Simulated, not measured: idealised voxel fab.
The process module that follows is named voxel spacer lines.
Cross-section cut spans 280 nm and uses square cells 5 nm in size.
Each cross-section below is a grid of square cells, stated as bands in top-down order, with one or more rows of cells making up each band.
Each band's line starts with the height of the band's top and of its bottom, in nm. Then come its materials from left to right, each with its width in nm. One material with "edge to edge" fills the band from edge to edge. "empty" is empty space.
Zero point of the height axis is 0; under it, received wafer = one material. Lowest band: continues down indefinitely, "from 0 down".
Note: "30->40" means the width goes from the first number (top row of the band) to the second number (bottom row) in equal steps per row of cells.
What does "everything unchanged" mean for a step? It means no cell of the cross-section changed in that step.
In "Sealed internal cavities" the enclosed voids are listed, meaning empty spaces of 8 cells or larger without any opening to the top. The form is width x height at distance, distance from the left edge, units nm.
Formally, on a step line, whatever follows the settings is a remark that the simulator itself makes on the step.
For masked steps, "overlay nm" on the step line gives how far right of plan the mask actually lay; a minus sign means it lay to the left.
Listed below are the process steps as planned:
1) RECEIVE,material Si
2) CONFORMAL_DEP,material Al2O3,thk nm 5
3) DIRECTIONAL_DEP,material SiN,thk nm 20
4) DIRECTIONAL_DEP,material polySi,thk nm 25
5) PATTERN,tone cover,mask id MANDREL,material resist,width nm 20,pitch nm 60,thk nm 30,overlay nm 0
6) DIRECTIONAL_ETCH,etch materials polySi,depth nm 25
7) STRIP,etch materials resist
8) CONFORMAL_DEP,material SiO2,thk nm 10
9) DIRECTIONAL_ETCH,etch materials SiO2,depth nm 10
10) STRIP,etch materials polySi
11) DIRECTIONAL_ETCH,etch materials SiN,depth nm 20
12) STRIP,etch materials SiO2
as received, after step 1:
> from 0 down  Si edge to edge
> Sealed internal cavities: none
First of two wafers at the end of the module, shown in cross-section; run carried out as planned:
> from 25 to 5  60 empty | 10 SiN | 20 empty | 10 SiN | 20 empty | 10 SiN | 20 empty | 10 SiN | 20 empty | 10 SiN | 20 empty | 10 SiN | 60 empty
> from 5 to 0  Al2O3 edge to edge
> from 0 down  Si edge to edge
> Sealed internal cavities: none
Cross-sectional view: second of two wafers, end of module; start and plan identical to the first, one mistake in running:
> from 25 to 5  65 empty | 10 SiN | 15 empty | 10 SiN | 25 empty | 10 SiN | 15 empty | 10 SiN | 25 empty | 10 SiN | 15 empty | 10 SiN | 60 empty
> from 5 to 0  Al2O3 edge to edge
> from 0 down  Si edge to edge
> Sealed internal cavities: none
Here's what went sideways: step 5 did not use the planned setting and instead ran as PATTERN,tone cover,mask id MANDREL,material resist,width nm 15,pitch nm 60,thk nm 30,overlay nm 0
When the process is done, the second wafer contains the same cell count of every material as the first wafer, but distributed over other locations.
